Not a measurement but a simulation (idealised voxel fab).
The process module that follows is named voxel wiring stack.
Square cell edge 5 nm, section width 160 nm, ID cut.
Cross-section layout: square cells on a grid; listed as bands, top to bottom; a band spans one or more cell rows.
Top height, bottom height, nm. Materials left to right, width each, nm. Single material + "all across" = fills band edge to edge. "air" = empty.
The reference from which all heights are counted is 0, the level beneath which the as-received wafer is entirely one material; the lowest band, having no lower bound, proceeds downward and is written after the example "top 0, no bottom".
Per-row width for "30..40": begins at first number (top row of band), ends at second number (bottom row), increment between rows held constant.
It should be understood that the words "no change", when stated for a given step, signify that the cross-section underwent no change in any of its cells during that step.
Entry "Enclosed empty spaces" = empty spaces >= 8 cells with no open way to the top; each as width x height at distance, distance from left edge, all nm.
On each step's line, the part that comes after the settings is the simulator's own comment on the step.
The optional step-line setting "overlay nm" applies to steps with a mask and quantifies how far to the right of its planned location the mask lay, a negative value indicating leftward placement.
**This section lists the process steps that were planned**
1) RECEIVE,material Si
2) CONFORMAL_DEP,material SiO2,thk nm 15
3) DIRECTIONAL_DEP,material TiN,thk nm 5
4) DIRECTIONAL_DEP,material W,thk nm 20
5) MASKED_ETCH,tone cover,mask id METAL_1,width nm 20,pitch nm 50,etch materials W,depth nm 20,overlay nm 0
6) MASKED_ETCH,tone cover,mask id METAL_1,width nm 20,pitch nm 50,etch materials TiN,depth nm 5,overlay nm 0
7) FILL_DEP,material SiO2,thk nm 10
8) CMP,height nm 40
9) CONFORMAL_DEP,material SiCN,thk nm 5
10) DIRECTIONAL_DEP,material SiO2,thk nm 20
11) DIRECTIONAL_DEP,material aC,thk nm 15
12) PATTERN,tone open,mask id PLUG_1,material resist,width nm 15,pitch nm 50,thk nm 35,overlay nm 0
13) DIRECTIONAL_ETCH,etch materials aC,depth nm 15
14) STRIP,etch materials resist
15) DIRECTIONAL_ETCH,etch materials SiO2,depth nm 20
16) DIRECTIONAL_ETCH,etch materials SiCN,depth nm 5
17) STRIP,etch materials aC
18) EPI,material Ru,thk nm 10
19) EPI,material Ru,thk nm 10
20) EPI,material Ru,thk nm 5
21) DIRECTIONAL_DEP,material TiN,thk nm 5
22) DIRECTIONAL_DEP,material Ru,thk nm 25
23) PATTERN,tone cover,mask id METAL_2,material resist,width nm 20,pitch nm 50,thk nm 15,overlay nm 0
24) DIRECTIONAL_ETCH,etch materials Ru,depth nm 25
25) DIRECTIONAL_ETCH,etch materials TiN,depth nm 5
26) STRIP,etch materials resist
27) FILL_DEP,material SiO2,thk nm 10
28) CMP,height nm 95
29) CONFORMAL_DEP,material SiCN,thk nm 5
**First out of two wafers; run went to plan**
**Incoming wafer, cross-sectional view, post step 1**
top 0, no bottom: Si all across
Enclosed empty spaces: none
**How the wafer stands in section after step 2**
top 15, bottom 0: SiO2 all across
Below a height of 0, the structure has not been altered.
**How the wafer stands in section after step 3**
top 20, bottom 15: TiN all across
Below a height of 15, the structure has not been altered.
**How the wafer stands in section after step 4**
top 40, bottom 20: W all across
Below a height of 20, the structure has not been altered.
**How the wafer stands in section after step 5**
top 40, bottom 20: air 20 nm, then W 20 nm, then air 30 nm, then W 20 nm, then air 30 nm, then W 20 nm, then air 20 nm
Below a height of 20, the structure has not been altered.
**How the wafer stands in section after step 6**
top 40, bottom 20: air 20 nm, then W 20 nm, then air 30 nm, then W 20 nm, then air 30 nm, then W 20 nm, then air 20 nm
top 20, bottom 15: air 20 nm, then TiN 20 nm, then air 30 nm, then TiN 20 nm, then air 30 nm, then TiN 20 nm, then air 20 nm
Below a height of 15, the structure has not been altered.
**How the wafer stands in section after step 7**
top 50, bottom 40: SiO2 all across
top 40, bottom 20: SiO2 20 nm, then W 20 nm, then SiO2 30 nm, then W 20 nm, then SiO2 30 nm, then W 20 nm, then SiO2 20 nm
top 20, bottom 15: SiO2 20 nm, then TiN 20 nm, then SiO2 30 nm, then TiN 20 nm, then SiO2 30 nm, then TiN 20 nm, then SiO2 20 nm
Below a height of 15, the structure has not been altered.
**How the wafer stands in section after step 8**
top 40, bottom 20: SiO2 20 nm, then W 20 nm, then SiO2 30 nm, then W 20 nm, then SiO2 30 nm, then W 20 nm, then SiO2 20 nm
Below a height of 20, the structure has not been altered.
**How the wafer stands in section after step 9**
top 45, bottom 40: SiCN all across
Below a height of 40, the structure has not been altered.
**How the wafer stands in section after step 10**
top 65, bottom 45: SiO2 all across
Below a height of 45, the structure has not been altered.
**How the wafer stands in section after step 11**
top 80, bottom 65: aC all across
Below a height of 65, the structure has not been altered.
**How the wafer stands in section after step 12**
top 115, bottom 80: resist 20 nm, then air 15 nm, then resist 35 nm, then air 15 nm, then resist 35 nm, then air 15 nm, then resist 25 nm
Below a height of 80, the structure has not been altered.
**How the wafer stands in section after step 13**
top 100, bottom 80: resist 20 nm, then air 15 nm, then resist 35 nm, then air 15 nm, then resist 35 nm, then air 15 nm, then resist 25 nm
top 80, bottom 65: aC 20 nm, then air 15 nm, then aC 35 nm, then air 15 nm, then aC 35 nm, then air 15 nm, then aC 25 nm
Below a height of 65, the structure has not been altered.
**How the wafer stands in section after step 14**
top 80, bottom 65: aC 20 nm, then air 15 nm, then aC 35 nm, then air 15 nm, then aC 35 nm, then air 15 nm, then aC 25 nm
Below a height of 65, the structure has not been altered.
**How the wafer stands in section after step 15**
top 80, bottom 65: aC 20 nm, then air 15 nm, then aC 35 nm, then air 15 nm, then aC 35 nm, then air 15 nm, then aC 25 nm
top 65, bottom 45: SiO2 20 nm, then air 15 nm, then SiO2 35 nm, then air 15 nm, then SiO2 35 nm, then air 15 nm, then SiO2 25 nm
Below a height of 45, the structure has not been altered.
**How the wafer stands in section after step 16**
top 80, bottom 65: aC 20 nm, then air 15 nm, then aC 35 nm, then air 15 nm, then aC 35 nm, then air 15 nm, then aC 25 nm
top 65, bottom 45: SiO2 20 nm, then air 15 nm, then SiO2 35 nm, then air 15 nm, then SiO2 35 nm, then air 15 nm, then SiO2 25 nm
top 45, bottom 40: SiCN 20 nm, then air 15 nm, then SiCN 35 nm, then air 15 nm, then SiCN 35 nm, then air 15 nm, then SiCN 25 nm
Below a height of 40, the structure has not been altered.
**How the wafer stands in section after step 17**
top 65, bottom 45: SiO2 20 nm, then air 15 nm, then SiO2 35 nm, then air 15 nm, then SiO2 35 nm, then air 15 nm, then SiO2 25 nm
Below a height of 45, the structure has not been altered.
**How the wafer stands in section after step 18**
top 65, bottom 50: SiO2 20 nm, then air 15 nm, then SiO2 35 nm, then air 15 nm, then SiO2 35 nm, then air 15 nm, then SiO2 25 nm
top 50, bottom 45: SiO2 20 nm, then Ru 15 nm, then SiO2 35 nm, then Ru 15 nm, then SiO2 35 nm, then Ru 15 nm, then SiO2 25 nm
top 45, bottom 40: SiCN 20 nm, then Ru 15 nm, then SiCN 35 nm, then Ru 15 nm, then SiCN 35 nm, then Ru 15 nm, then SiCN 25 nm
Below a height of 40, the structure has not been altered.
**How the wafer stands in section after step 19**
top 65, bottom 60: SiO2 20 nm, then air 15 nm, then SiO2 35 nm, then air 15 nm, then SiO2 35 nm, then air 15 nm, then SiO2 25 nm
top 60, bottom 45: SiO2 20 nm, then Ru 15 nm, then SiO2 35 nm, then Ru 15 nm, then SiO2 35 nm, then Ru 15 nm, then SiO2 25 nm
Below a height of 45, the structure has not been altered.
**How the wafer stands in section after step 20**
top 65, bottom 45: SiO2 20 nm, then Ru 15 nm, then SiO2 35 nm, then Ru 15 nm, then SiO2 35 nm, then Ru 15 nm, then SiO2 25 nm
Below a height of 45, the structure has not been altered.
**How the wafer stands in section after step 21**
top 70, bottom 65: TiN all across
Below a height of 65, the structure has not been altered.
**How the wafer stands in section after step 22**
top 95, bottom 70: Ru all across
Below a height of 70, the structure has not been altered.
**How the wafer stands in section after step 23**
top 110, bottom 95: air 20 nm, then resist 20 nm, then air 30 nm, then resist 20 nm, then air 30 nm, then resist 20 nm, then air 20 nm
Below a height of 95, the structure has not been altered.
**How the wafer stands in section after step 24**
top 110, bottom 95: air 20 nm, then resist 20 nm, then air 30 nm, then resist 20 nm, then air 30 nm, then resist 20 nm, then air 20 nm
top 95, bottom 70: air 20 nm, then Ru 20 nm, then air 30 nm, then Ru 20 nm, then air 30 nm, then Ru 20 nm, then air 20 nm
Below a height of 70, the structure has not been altered.
**How the wafer stands in section after step 25**
top 110, bottom 95: air 20 nm, then resist 20 nm, then air 30 nm, then resist 20 nm, then air 30 nm, then resist 20 nm, then air 20 nm
top 95, bottom 70: air 20 nm, then Ru 20 nm, then air 30 nm, then Ru 20 nm, then air 30 nm, then Ru 20 nm, then air 20 nm
top 70, bottom 65: air 20 nm, then TiN 20 nm, then air 30 nm, then TiN 20 nm, then air 30 nm, then TiN 20 nm, then air 20 nm
Below a height of 65, the structure has not been altered.
**How the wafer stands in section after step 26**
top 95, bottom 70: air 20 nm, then Ru 20 nm, then air 30 nm, then Ru 20 nm, then air 30 nm, then Ru 20 nm, then air 20 nm
Below a height of 70, the structure has not been altered.
**How the wafer stands in section after step 27**
top 105, bottom 95: SiO2 all across
top 95, bottom 70: SiO2 20 nm, then Ru 20 nm, then SiO2 30 nm, then Ru 20 nm, then SiO2 30 nm, then Ru 20 nm, then SiO2 20 nm
top 70, bottom 65: SiO2 20 nm, then TiN 20 nm, then SiO2 30 nm, then TiN 20 nm, then SiO2 30 nm, then TiN 20 nm, then SiO2 20 nm
Below a height of 65, the structure has not been altered.
**How the wafer stands in section after step 28**
top 95, bottom 70: SiO2 20 nm, then Ru 20 nm, then SiO2 30 nm, then Ru 20 nm, then SiO2 30 nm, then Ru 20 nm, then SiO2 20 nm
Below a height of 70, the structure has not been altered.
**How the wafer stands in section after step 29**
top 100, bottom 95: SiCN all across
Below a height of 95, the structure has not been altered.
**For the second wafer, take the first wafer's start and plan, then add one mistake made in running it; everything through step 2, that step included, is shared with the first**
Cross-sectional view of the second wafer at the intended end time of process step 3: no change
**Cross-sectional view of the second wafer at the intended end time of process step 4**
top 35, bottom 15: W all across
Below a height of 15, the structure has not been altered.
**Cross-sectional view of the second wafer at the intended end time of process step 5**
top 35, bottom 15: air 20 nm, then W 20 nm, then air 30 nm, then W 20 nm, then air 30 nm, then W 20 nm, then air 20 nm
Below a height of 15, the structure has not been altered.
Cross-sectional view of the second wafer at the intended end time of process step 6: no change
**Cross-sectional view of the second wafer at the intended end time of process step 7**
top 45, bottom 35: SiO2 all across
top 35, bottom 15: SiO2 20 nm, then W 20 nm, then SiO2 30 nm, then W 20 nm, then SiO2 30 nm, then W 20 nm, then SiO2 20 nm
Below a height of 15, the structure has not been altered.
**Cross-sectional view of the second wafer at the intended end time of process step 8**
top 40, bottom 35: SiO2 all across
Below a height of 35, the structure has not been altered.
**Cross-sectional view of the second wafer at the intended end time of process step 9**
top 45, bottom 40: SiCN all across
Below a height of 40, the structure has not been altered.
**Cross-sectional view of the second wafer at the intended end time of process step 10**
top 65, bottom 45: SiO2 all across
Below a height of 45, the structure has not been altered.
**Cross-sectional view of the second wafer at the intended end time of process step 11**
top 80, bottom 65: aC all across
Below a height of 65, the structure has not been altered.
**Cross-sectional view of the second wafer at the intended end time of process step 12**
top 115, bottom 80: resist 20 nm, then air 15 nm, then resist 35 nm, then air 15 nm, then resist 35 nm, then air 15 nm, then resist 25 nm
Below a height of 80, the structure has not been altered.
**Cross-sectional view of the second wafer at the intended end time of process step 13**
top 100, bottom 80: resist 20 nm, then air 15 nm, then resist 35 nm, then air 15 nm, then resist 35 nm, then air 15 nm, then resist 25 nm
top 80, bottom 65: aC 20 nm, then air 15 nm, then aC 35 nm, then air 15 nm, then aC 35 nm, then air 15 nm, then aC 25 nm
Below a height of 65, the structure has not been altered.
**Cross-sectional view of the second wafer at the intended end time of process step 14**
top 80, bottom 65: aC 20 nm, then air 15 nm, then aC 35 nm, then air 15 nm, then aC 35 nm, then air 15 nm, then aC 25 nm
Below a height of 65, the structure has not been altered.
**Cross-sectional view of the second wafer at the intended end time of process step 15**
top 80, bottom 65: aC 20 nm, then air 15 nm, then aC 35 nm, then air 15 nm, then aC 35 nm, then air 15 nm, then aC 25 nm
top 65, bottom 45: SiO2 20 nm, then air 15 nm, then SiO2 35 nm, then air 15 nm, then SiO2 35 nm, then air 15 nm, then SiO2 25 nm
Below a height of 45, the structure has not been altered.
**Cross-sectional view of the second wafer at the intended end time of process step 16**
top 80, bottom 65: aC 20 nm, then air 15 nm, then aC 35 nm, then air 15 nm, then aC 35 nm, then air 15 nm, then aC 25 nm
top 65, bottom 45: SiO2 20 nm, then air 15 nm, then SiO2 35 nm, then air 15 nm, then SiO2 35 nm, then air 15 nm, then SiO2 25 nm
top 45, bottom 40: SiCN 20 nm, then air 15 nm, then SiCN 35 nm, then air 15 nm, then SiCN 35 nm, then air 15 nm, then SiCN 25 nm
Below a height of 40, the structure has not been altered.
**Cross-sectional view of the second wafer at the intended end time of process step 17**
top 65, bottom 45: SiO2 20 nm, then air 15 nm, then SiO2 35 nm, then air 15 nm, then SiO2 35 nm, then air 15 nm, then SiO2 25 nm
Below a height of 45, the structure has not been altered.
Cross-sectional view of the second wafer at the intended end time of process step 18: no change
Cross-sectional view of the second wafer at the intended end time of process step 19: no change
Cross-sectional view of the second wafer at the intended end time of process step 20: no change
**Cross-sectional view of the second wafer at the intended end time of process step 21**
top 70, bottom 65: TiN 20 nm, then air 15 nm, then TiN 35 nm, then air 15 nm, then TiN 35 nm, then air 15 nm, then TiN 25 nm
top 65, bottom 45: SiO2 20 nm, then air 15 nm, then SiO2 35 nm, then air 15 nm, then SiO2 35 nm, then air 15 nm, then SiO2 25 nm
top 45, bottom 40: SiCN 20 nm, then TiN 15 nm, then SiCN 35 nm, then TiN 15 nm, then SiCN 35 nm, then TiN 15 nm, then SiCN 25 nm
Below a height of 40, the structure has not been altered.
**Cross-sectional view of the second wafer at the intended end time of process step 22**
top 95, bottom 70: Ru 20 nm, then air 15 nm, then Ru 35 nm, then air 15 nm, then Ru 35 nm, then air 15 nm, then Ru 25 nm
top 70, bottom 65: TiN 20 nm, then Ru 15 nm, then TiN 35 nm, then Ru 15 nm, then TiN 35 nm, then Ru 15 nm, then TiN 25 nm
top 65, bottom 45: SiO2 20 nm, then Ru 15 nm, then SiO2 35 nm, then Ru 15 nm, then SiO2 35 nm, then Ru 15 nm, then SiO2 25 nm
Below a height of 45, the structure has not been altered.
**Cross-sectional view of the second wafer at the intended end time of process step 23**
top 110, bottom 95: air 20 nm, then resist 20 nm, then air 30 nm, then resist 20 nm, then air 30 nm, then resist 20 nm, then air 20 nm
top 95, bottom 70: Ru 20 nm, then resist 15 nm, then Ru 35 nm, then resist 15 nm, then Ru 35 nm, then resist 15 nm, then Ru 25 nm
Below a height of 70, the structure has not been altered.
**Cross-sectional view of the second wafer at the intended end time of process step 24**
top 110, bottom 95: air 20 nm, then resist 20 nm, then air 30 nm, then resist 20 nm, then air 30 nm, then resist 20 nm, then air 20 nm
top 95, bottom 70: air 20 nm, then resist 15 nm, then Ru 5 nm, then air 30 nm, then resist 15 nm, then Ru 5 nm, then air 30 nm, then resist 15 nm, then Ru 5 nm, then air 20 nm
Below a height of 70, the structure has not been altered.
**Cross-sectional view of the second wafer at the intended end time of process step 25**
top 110, bottom 95: air 20 nm, then resist 20 nm, then air 30 nm, then resist 20 nm, then air 30 nm, then resist 20 nm, then air 20 nm
top 95, bottom 70: air 20 nm, then resist 15 nm, then Ru 5 nm, then air 30 nm, then resist 15 nm, then Ru 5 nm, then air 30 nm, then resist 15 nm, then Ru 5 nm, then air 20 nm
top 70, bottom 65: air 20 nm, then Ru 15 nm, then TiN 5 nm, then air 30 nm, then Ru 15 nm, then TiN 5 nm, then air 30 nm, then Ru 15 nm, then TiN 5 nm, then air 20 nm
Below a height of 65, the structure has not been altered.
**Cross-sectional view of the second wafer at the intended end time of process step 26**
top 95, bottom 70: air 35 nm, then Ru 5 nm, then air 45 nm, then Ru 5 nm, then air 45 nm, then Ru 5 nm, then air 20 nm
Below a height of 70, the structure has not been altered.
**Cross-sectional view of the second wafer at the intended end time of process step 27**
top 105, bottom 95: SiO2 all across
top 95, bottom 70: SiO2 35 nm, then Ru 5 nm, then SiO2 45 nm, then Ru 5 nm, then SiO2 45 nm, then Ru 5 nm, then SiO2 20 nm
top 70, bottom 65: SiO2 20 nm, then Ru 15 nm, then TiN 5 nm, then SiO2 30 nm, then Ru 15 nm, then TiN 5 nm, then SiO2 30 nm, then Ru 15 nm, then TiN 5 nm, then SiO2 20 nm
Below a height of 65, the structure has not been altered.
**Cross-sectional view of the second wafer at the intended end time of process step 28**
top 95, bottom 70: SiO2 35 nm, then Ru 5 nm, then SiO2 45 nm, then Ru 5 nm, then SiO2 45 nm, then Ru 5 nm, then SiO2 20 nm
Below a height of 70, the structure has not been altered.
**Cross-sectional view of the second wafer at the intended end time of process step 29**
top 100, bottom 95: SiCN all across
Below a height of 95, the structure has not been altered.
Nonconformance to the process plan: step 3 in the plan did not get run; it was skipped
Final wafer comparison in cells, second versus first, more or fewer per material: Ru -45; SiO2 +57; TiN -12
